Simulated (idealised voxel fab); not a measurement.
Process module, titled voxel transistor to metal
Cross-section cut: width 200 nm, square cells of 5 nm.
This document writes a cross-section as a grid whose cells are square, and gives it as bands, listed from the top down; one or more rows of cells form a band. Basically the band line says how high the top is and how high the bottom is, in nm, and then what's in it from left to right, every material with its width in nm. Empty space shows up as "air", and if a single material carries "full width" it runs the full band edge to edge. Heights are expressed relative to 0, this being the level below which the as-received wafer comprises one material exclusively. The lowest band is unbounded in the downward direction and is denoted as in "from 0 down". A width given as "30 to 40" starts at the first number in the band's top row and ends at the second number in its bottom row, shifting by an equal amount at every step from row to row. Step note "everything unchanged" = no cross-section cell changed. Empty spaces counting at least 8 cells and having no open way to the top are listed in "Closed void catalog". The notation width x height at distance is used for each, the distance being from the left edge and all three values in nm. Text after the settings on a step's line: the simulator's own remark on that step. overlay nm: step with mask; distance mask lay right of planned place; negative value = left of planned place.

This section lists the process steps that were planned:
1. op RECEIVE | material Si
2. op OXIDIZE | depth nm 5
3. op CONFORMAL_DEP | material SiN | thk nm 10
4. op MASKED_ETCH | tone cover | mask id ACTIVE | width nm 110 | etch materials SiN | depth nm 10 | overlay nm 0
5. op MASKED_ETCH | tone cover | mask id ACTIVE | width nm 110 | etch materials SiO2 | depth nm 5 | overlay nm 0
6. op MASKED_ETCH | tone cover | mask id ACTIVE | width nm 110 | etch materials Si | depth nm 35 | overlay nm 0
7. op OXIDIZE | depth nm 5
8. op FILL_DEP | material SiO2 | thk nm 5
9. op CMP | height nm 10
10. op SELECTIVE_ETCH | etch materials SiO2 | depth nm 10
11. op STRIP | etch materials SiN
12. op SELECTIVE_ETCH | etch materials SiO2 | depth nm 5
13. op OXIDIZE | depth nm 5
14. op DIRECTIONAL_DEP | material polySi | thk nm 25
15. op DIRECTIONAL_DEP | material SiCN | thk nm 15
16. op DIRECTIONAL_DEP | material aC | thk nm 15
17. op PATTERN | tone cover | mask id GATE | material resist | width nm 20 | thk nm 30 | overlay nm 0
18. op DIRECTIONAL_ETCH | etch materials aC | depth nm 15
19. op STRIP | etch materials resist
20. op DIRECTIONAL_ETCH | etch materials SiCN | depth nm 25
21. op DIRECTIONAL_ETCH | etch materials polySi | depth nm 35
22. op STRIP | etch materials aC
23. op CONFORMAL_DEP | material SiO2 | thk nm 5
24. op DIRECTIONAL_ETCH | etch materials SiO2 | depth nm 5
25. op CONFORMAL_DEP | material SiN | thk nm 5
26. op DIRECTIONAL_ETCH | etch materials SiN | depth nm 5
27. op DIRECTIONAL_ETCH | etch materials SiO2 | depth nm 5
28. op DIRECTIONAL_ETCH | etch materials Si | depth nm 10
29. op EPI | material nSi | thk nm 10
30. op FILL_DEP | material SiO2 | thk nm 10
31. op CMP | height nm 35
32. op DIRECTIONAL_DEP | material SiO2 | thk nm 15
33. op DIRECTIONAL_DEP | material aC | thk nm 10
34. op PATTERN | tone open | mask id CONTACT | material resist | width nm 20 | pitch nm 80 | thk nm 25 | overlay nm 0
35. op DIRECTIONAL_ETCH | etch materials aC | depth nm 10
36. op STRIP | etch materials resist
37. op DIRECTIONAL_ETCH | etch materials SiO2 | depth nm 60
38. op STRIP | etch materials aC
39. op CONFORMAL_DEP | material TiN | thk nm 5
40. op FILL_DEP | material W | thk nm 10
41. op CMP | height nm 50
42. op CONFORMAL_DEP | material SiN | thk nm 5
43. op DIRECTIONAL_DEP | material lowk | thk nm 25
44. op MASKED_ETCH | tone open | mask id METAL_1 | width nm 20 | pitch nm 80 | etch materials lowk | depth nm 25 | overlay nm 0
45. op MASKED_ETCH | tone open | mask id METAL_1 | width nm 20 | pitch nm 80 | etch materials SiN | depth nm 5 | overlay nm 0
46. op CONFORMAL_DEP | material TiN | thk nm 5
47. op FILL_DEP | material W | thk nm 10
48. op CMP | height nm 80
49. op EPI | material Ru | thk nm 5
50. op FILL_DEP | material SiCN | thk nm 5

Cross-section, incoming material, after step 1:
    from 0 down = Si full width
    Closed void catalog: none

First wafer at the end, as planned:
    from 90 to 85 = SiCN full width
    from 85 to 80 = SiCN=45  Ru=30  SiCN=50  Ru=30  SiCN=45
    from 80 to 55 = lowk=50  TiN=5  W=10  TiN=5  lowk=60  TiN=5  W=10  TiN=5  lowk=50
    from 55 to 50 = SiN=50  TiN=20  SiN=60  TiN=20  SiN=50
    from 50 to 35 = SiO2=50  TiN=5  W=10  TiN=5  SiO2=60  TiN=5  W=10  TiN=5  SiO2=50
    from 35 to 20 = SiO2=50  TiN=5  W=10  TiN=5  SiO2=10  SiN=5  SiO2=5  SiCN=20  SiO2=5  SiN=5  SiO2=10  TiN=5  W=10  TiN=5  SiO2=50
    from 20 to 0 = SiO2=50  TiN=5  W=10  TiN=5  SiO2=10  SiN=5  SiO2=5  polySi=20  SiO2=5  SiN=5  SiO2=10  TiN=5  W=10  TiN=5  SiO2=50
    from 0 to -5 = SiO2=50  TiN=5  W=10  TiN=5  nSi=10  SiN=5  SiO2=5  polySi=20  SiO2=5  SiN=5  nSi=10  TiN=5  W=10  TiN=5  SiO2=50
    from -5 to -10 = SiO2=50  TiN=20  nSi=10  SiO2=40  nSi=10  TiN=20  SiO2=50
    from -10 to -20 = SiO2=50  nSi=30  Si=40  nSi=30  SiO2=50
    from -20 to -45 = SiO2=50  Si=100  SiO2=50
    from -45 down = Si full width
    Closed void catalog: none

End-of-module cross-section of the second wafer: identical starting point and process plan to the first, with one processing mistake:
    from 90 to 85 = SiCN full width
    from 85 to 80 = Ru=55  SiCN=10  Ru=70  SiCN=10  Ru=55
    from 80 to 60 = W=45  TiN=5  lowk=20  TiN=5  W=50  TiN=5  lowk=20  TiN=5  W=45
    from 60 to 55 = TiN=50  lowk=20  TiN=60  lowk=20  TiN=50
    from 55 to 50 = SiN full width
    from 50 to 35 = SiO2=50  TiN=5  W=10  TiN=5  SiO2=60  TiN=5  W=10  TiN=5  SiO2=50
    from 35 to 20 = SiO2=50  TiN=5  W=10  TiN=5  SiO2=10  SiN=5  SiO2=5  SiCN=20  SiO2=5  SiN=5  SiO2=10  TiN=5  W=10  TiN=5  SiO2=50
    from 20 to 0 = SiO2=50  TiN=5  W=10  TiN=5  SiO2=10  SiN=5  SiO2=5  polySi=20  SiO2=5  SiN=5  SiO2=10  TiN=5  W=10  TiN=5  SiO2=50
    from 0 to -5 = SiO2=50  TiN=5  W=10  TiN=5  nSi=10  SiN=5  SiO2=5  polySi=20  SiO2=5  SiN=5  nSi=10  TiN=5  W=10  TiN=5  SiO2=50
    from -5 to -10 = SiO2=50  TiN=20  nSi=10  SiO2=40  nSi=10  TiN=20  SiO2=50
    from -10 to -20 = SiO2=50  nSi=30  Si=40  nSi=30  SiO2=50
    from -20 to -45 = SiO2=50  Si=100  SiO2=50
    from -45 down = Si full width
    Closed void catalog: none
Where did the run depart from the plan? step 44 was not run as planned; what actually ran was op MASKED_ETCH | tone cover | mask id METAL_1 | width nm 20 | pitch nm 80 | etch materials lowk | depth nm 25 | overlay nm 0
Heads up, by the end the second wafer has more or fewer cells of some materials compared to the first: Ru +24; SiCN -24; SiN +8; TiN +20; W +92; lowk -120
